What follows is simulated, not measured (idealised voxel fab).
process module | voxel self aligned contacts
cross-section cut | 160 nm wide | cells 5 nm
A cross-section is a grid of square cells, given in bands from the top down. A band is one or more rows of cells.
Each band's line starts with the height of the band's top and of its bottom, in nm. Then come its materials from left to right, each with its width in nm. One material with "throughout" fills the band from edge to edge. "air" is empty space.
Height 0 is the level under which the wafer as received is all one material. The lowest band goes on downwards, as in "0 down".
A width such as "30 to 40" changes by the same amount from each row of cells to the next, from the band's top row to its bottom row.
"no change" after a step means that no cell of the cross-section changed.
closed voids: empty space of 8 cells or more with no open way to the top, each as width x height at its distance from the left edge, in nm
after a step's settings: what the simulator itself notes on the step
overlay nm, on a step with a mask: how far to the right of its planned place the mask lay; to the left if negative
plan
1 op RECEIVE | material Si
2 op CONFORMAL_DEP | material SiO2 | thk nm 5
3 op DIRECTIONAL_DEP | material polySi | thk nm 20
4 op DIRECTIONAL_DEP | material SiN | thk nm 20
5 op MASKED_ETCH | tone cover | mask id GATE | width nm 30 | pitch nm 75 | etch materials SiN | depth nm 20 | overlay nm 0
6 op MASKED_ETCH | tone cover | mask id GATE | width nm 30 | pitch nm 75 | etch materials polySi | depth nm 20 | overlay nm 0
7 op CONFORMAL_DEP | material SiN | thk nm 10
8 op DIRECTIONAL_ETCH | etch materials SiN | depth nm 10
9 op FILL_DEP | material SiO2 | thk nm 15
10 op CMP | height nm 50
11 op PATTERN | tone open | mask id CONTACT | material resist | width nm 55 | thk nm 20 | overlay nm 0
12 op DIRECTIONAL_ETCH | etch materials SiO2 | depth nm 50
13 op STRIP | etch materials resist
14 op CONFORMAL_DEP | material TiN | thk nm 5
15 op FILL_DEP | material W | thk nm 10
16 op CMP | height nm 50
17 op CONFORMAL_DEP | material SiN | thk nm 5
first wafer, as planned
as received, after step 1
  0 down: Si throughout
  closed voids: none
after step 2
  5 to 0: SiO2 throughout
  below 0: unchanged
after step 3
  25 to 5: polySi throughout
  below 5: unchanged
after step 4
  45 to 25: SiN throughout
  below 25: unchanged
after step 5
  45 to 25: air 25 | SiN 30 | air 45 | SiN 30 | air 30
  below 25: unchanged
after step 6
  45 to 25: air 25 | SiN 30 | air 45 | SiN 30 | air 30
  25 to 5: air 25 | polySi 30 | air 45 | polySi 30 | air 30
  below 5: unchanged
after step 7
  55 to 25: air 15 | SiN 50 | air 25 | SiN 50 | air 20
  25 to 15: air 15 | SiN 10 | polySi 30 | SiN 10 | air 25 | SiN 10 | polySi 30 | SiN 10 | air 20
  15 to 5: SiN 25 | polySi 30 | SiN 45 | polySi 30 | SiN 30
  below 5: unchanged
after step 8
  45 to 25: air 15 | SiN 50 | air 25 | SiN 50 | air 20
  25 to 5: air 15 | SiN 10 | polySi 30 | SiN 10 | air 25 | SiN 10 | polySi 30 | SiN 10 | air 20
  below 5: unchanged
after step 9
  60 to 45: SiO2 throughout
  45 to 25: SiO2 15 | SiN 50 | SiO2 25 | SiN 50 | SiO2 20
  25 to 5: SiO2 15 | SiN 10 | polySi 30 | SiN 10 | SiO2 25 | SiN 10 | polySi 30 | SiN 10 | SiO2 20
  below 5: unchanged
after step 10
  50 to 45: SiO2 throughout
  below 45: unchanged
after step 11
  70 to 50: resist 50 | air 55 | resist 55
  below 50: unchanged
after step 12
  70 to 50: resist 50 | air 55 | resist 55
  50 to 45: SiO2 50 | air 55 | SiO2 55
  45 to 25: SiO2 15 | SiN 50 | air 25 | SiN 50 | SiO2 20
  25 to 5: SiO2 15 | SiN 10 | polySi 30 | SiN 10 | air 25 | SiN 10 | polySi 30 | SiN 10 | SiO2 20
  5 to 0: SiO2 65 | air 25 | SiO2 70
  below 0: unchanged
after step 13
  50 to 45: SiO2 50 | air 55 | SiO2 55
  below 45: unchanged
after step 14
  55 to 50: TiN 55 | air 45 | TiN 60
  50 to 45: SiO2 50 | TiN 20 | air 15 | TiN 20 | SiO2 55
  45 to 25: SiO2 15 | SiN 50 | TiN 5 | air 15 | TiN 5 | SiN 50 | SiO2 20
  25 to 5: SiO2 15 | SiN 10 | polySi 30 | SiN 10 | TiN 5 | air 15 | TiN 5 | SiN 10 | polySi 30 | SiN 10 | SiO2 20
  5 to 0: SiO2 65 | TiN 25 | SiO2 70
  below 0: unchanged
after step 15
  65 to 55: W throughout
  55 to 50: TiN 55 | W 45 | TiN 60
  50 to 45: SiO2 50 | TiN 20 | W 15 | TiN 20 | SiO2 55
  45 to 25: SiO2 15 | SiN 50 | TiN 5 | W 15 | TiN 5 | SiN 50 | SiO2 20
  25 to 5: SiO2 15 | SiN 10 | polySi 30 | SiN 10 | TiN 5 | W 15 | TiN 5 | SiN 10 | polySi 30 | SiN 10 | SiO2 20
  below 5: unchanged
after step 16
  50 to 45: SiO2 50 | TiN 20 | W 15 | TiN 20 | SiO2 55
  below 45: unchanged
after step 17
  55 to 50: SiN throughout
  below 50: unchanged
second wafer: like start, like plan, one mistake. Through step 5 it matches the first wafer
when step 6 should have ended
  45 to 25: air 25 | SiN 30 | air 45 | SiN 30 | air 30
  25 to 5: air 25 | polySi 40 | air 35 | polySi 40 | air 20
  below 5: unchanged
when step 7 should have ended
  55 to 35: air 15 | SiN 50 | air 25 | SiN 50 | air 20
  35 to 25: air 15 | SiN 60 | air 15 | SiN 60 | air 10
  25 to 15: air 15 | SiN 10 | polySi 40 | SiN 10 | air 15 | SiN 10 | polySi 40 | SiN 10 | air 10
  15 to 5: SiN 25 | polySi 40 | SiN 35 | polySi 40 | SiN 20
  below 5: unchanged
when step 8 should have ended
  45 to 25: air 15 | SiN 50 | air 25 | SiN 50 | air 20
  25 to 5: air 15 | SiN 10 | polySi 40 | SiN 10 | air 15 | SiN 10 | polySi 40 | SiN 10 | air 10
  below 5: unchanged
when step 9 should have ended
  60 to 45: SiO2 throughout
  45 to 25: SiO2 15 | SiN 50 | SiO2 25 | SiN 50 | SiO2 20
  25 to 5: SiO2 15 | SiN 10 | polySi 40 | SiN 10 | SiO2 15 | SiN 10 | polySi 40 | SiN 10 | SiO2 10
  below 5: unchanged
when step 10 should have ended
  50 to 45: SiO2 throughout
  below 45: unchanged
when step 11 should have ended
  70 to 50: resist 50 | air 55 | resist 55
  below 50: unchanged
when step 12 should have ended
  70 to 50: resist 50 | air 55 | resist 55
  50 to 45: SiO2 50 | air 55 | SiO2 55
  45 to 25: SiO2 15 | SiN 50 | air 25 | SiN 50 | SiO2 20
  25 to 5: SiO2 15 | SiN 10 | polySi 40 | SiN 10 | air 15 | SiN 10 | polySi 40 | SiN 10 | SiO2 10
  5 to 0: SiO2 75 | air 15 | SiO2 70
  below 0: unchanged
when step 13 should have ended
  50 to 45: SiO2 50 | air 55 | SiO2 55
  below 45: unchanged
when step 14 should have ended
  55 to 50: TiN 55 | air 45 | TiN 60
  50 to 45: SiO2 50 | TiN 20 | air 15 | TiN 20 | SiO2 55
  45 to 30: SiO2 15 | SiN 50 | TiN 5 | air 15 | TiN 5 | SiN 50 | SiO2 20
  30 to 25: SiO2 15 | SiN 50 | TiN 15 | air 5 | TiN 5 | SiN 50 | SiO2 20
  25 to 5: SiO2 15 | SiN 10 | polySi 40 | SiN 10 | TiN 5 | air 5 | TiN 5 | SiN 10 | polySi 40 | SiN 10 | SiO2 10
  5 to 0: SiO2 75 | TiN 15 | SiO2 70
  below 0: unchanged
when step 15 should have ended
  65 to 55: W throughout
  55 to 50: TiN 55 | W 45 | TiN 60
  50 to 45: SiO2 50 | TiN 20 | W 15 | TiN 20 | SiO2 55
  45 to 30: SiO2 15 | SiN 50 | TiN 5 | W 15 | TiN 5 | SiN 50 | SiO2 20
  30 to 25: SiO2 15 | SiN 50 | TiN 15 | W 5 | TiN 5 | SiN 50 | SiO2 20
  25 to 5: SiO2 15 | SiN 10 | polySi 40 | SiN 10 | TiN 5 | W 5 | TiN 5 | SiN 10 | polySi 40 | SiN 10 | SiO2 10
  below 5: unchanged
when step 16 should have ended
  50 to 45: SiO2 50 | TiN 20 | W 15 | TiN 20 | SiO2 55
  below 45: unchanged
when step 17 should have ended
  55 to 50: SiN throughout
  below 50: unchanged
what went wrong: step 6 ran as: op MASKED_ETCH | tone cover | mask id GATE | width nm 30 | pitch nm 75 | etch materials polySi | depth nm 20 | overlay nm 10
at the end the second wafer has, in cells: 6 fewer of SiO2 | 10 fewer of W | 16 more of polySi
